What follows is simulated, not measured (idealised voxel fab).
Name of the process module below: voxel gate over fins
We display cut, a cross-section 140 nm in width whose square cells are each 5 nm.
Cross-section spec: square-cell grid; bands listed top down; each band is one or more rows. Band entry format. Leading values: height of top, height of bottom, nm. Remainder: materials in left-to-right order, each with its width in nm. Special words: "all across" on a single material, which then fills the band edge to edge; "empty", empty space. A quick word on heights: they are counted from 0, and under that level the wafer as it came to us is one material throughout. The lowest band is different from the rest in having no bottom; it simply continues downward, written as in "top 0, no bottom". It should be noted that a width expressed as "30->40" varies in equal increments from row to row of cells within the band, taking the value of the first number at the top row and that of the second number at the bottom row. You'll sometimes find "identical to before" written for a step, and that's the way of saying that nowhere in the cross-section did a cell change during that step. Any empty space of 8 cells or more lacking an open way to the top shows up in "Closed void table" as width x height at distance, distance from the left edge, in nm. Text after the settings on a step's line: the simulator's own remark on that step. overlay nm: how far to the right of its planned place the mask lay on this masked step (negative: to the left).

THE PLANNED PROCESS STEPS ARE ENUMERATED HEREUNDER
1. RECEIVE (material Si)
2. CONFORMAL_DEP (material SiN; thk nm 5)
3. DIRECTIONAL_DEP (material aC; thk nm 15)
4. PATTERN (tone cover; mask id FINS; material resist; width nm 15; pitch nm 45; thk nm 30; overlay nm 0)
5. DIRECTIONAL_ETCH (etch materials aC; depth nm 15)
6. STRIP (etch materials resist)
7. DIRECTIONAL_ETCH (etch materials SiN; depth nm 5)
8. DIRECTIONAL_ETCH (etch materials Si; depth nm 40)
9. STRIP (etch materials aC)
10. FILL_DEP (material SiO2; thk nm 15)
11. CMP (height nm 5)
12. SELECTIVE_ETCH (etch materials SiO2; depth nm 20)
13. STRIP (etch materials SiN)
14. CONFORMAL_DEP (material HfO2; thk nm 5)
15. CONFORMAL_DEP (material TiN; thk nm 5)
16. FILL_DEP (material W; thk nm 10)
17. CMP (height nm 15)
18. CONFORMAL_DEP (material SiCN; thk nm 5)
Where the wafers of this document differ is in the width nm of step 4; they start out the same, and the plan states the value that applied to the first wafer.

CROSS-SECTION OF THE FIRST OF SEVERAL WAFERS AS RECEIVED (AFTER STEP 1)
  top 0, no bottom = Si all across
  Closed void table: none

END OF MODULE: CROSS-SECTION OF THE FIRST OF SEVERAL WAFERS AFTER STEP 18, THE LAST STEP
  top 20, bottom 15 = SiCN all across
  top 15, bottom 10 = W all across
  top 10, bottom 5 = W (30); TiN (35); W (10); TiN (35); W (30)
  top 5, bottom 0 = W (30); TiN (5); HfO2 (25); TiN (5); W (10); TiN (5); HfO2 (25); TiN (5); W (30)
  top 0, bottom -5 = W (30); TiN (5); HfO2 (5); Si (15); HfO2 (5); TiN (5); W (10); TiN (5); HfO2 (5); Si (15); HfO2 (5); TiN (5); W (30)
  top -5, bottom -10 = TiN (35); HfO2 (5); Si (15); HfO2 (5); TiN (20); HfO2 (5); Si (15); HfO2 (5); TiN (35)
  top -10, bottom -15 = HfO2 (40); Si (15); HfO2 (30); Si (15); HfO2 (40)
  top -15, bottom -40 = SiO2 (40); Si (15); SiO2 (30); Si (15); SiO2 (40)
  top -40, no bottom = Si all across
  Closed void table: none

CROSS-SECTION OF THE FINAL WAFER AMONG SEVERAL, TAKEN AT THE END OF THE MODULE
  top 20, bottom 15 = SiCN all across
  top 15, bottom 10 = W all across
  top 10, bottom 5 = W (25); TiN (95); W (20)
  top 5, bottom 0 = W (25); TiN (5); HfO2 (40); TiN (5); HfO2 (40); TiN (5); W (20)
  top 0, bottom -5 = W (25); TiN (5); HfO2 (5); Si (30); HfO2 (5); TiN (5); HfO2 (5); Si (30); HfO2 (5); TiN (5); W (20)
  top -5, bottom -10 = TiN (30); HfO2 (5); Si (30); HfO2 (5); TiN (5); HfO2 (5); Si (30); HfO2 (5); TiN (25)
  top -10, bottom -15 = HfO2 (35); Si (30); HfO2 (15); Si (30); HfO2 (30)
  top -15, bottom -40 = SiO2 (35); Si (30); SiO2 (15); Si (30); SiO2 (30)
  top -40, no bottom = Si all across
  Closed void table: none

PER WAFER (ROW), END OF MODULE: DELTA IN CELLS PER MATERIAL SINCE RECEIPT, (+) FOR GAINED, (-) FOR LOST; CLOSED VOIDS AFTER THAT
width nm 15; +40 HfO2; -176 Si; +28 SiCN; +110 SiO2; +40 TiN; +70 W; Closed void table: none
width nm 20; +40 HfO2; -160 Si; +28 SiCN; +100 SiO2; +40 TiN; +64 W; Closed void table: none
width nm 25; +40 HfO2; -144 Si; +28 SiCN; +90 SiO2; +40 TiN; +58 W; Closed void table: none
width nm 30; +40 HfO2; -128 Si; +28 SiCN; +80 SiO2; +37 TiN; +55 W; Closed void table: none
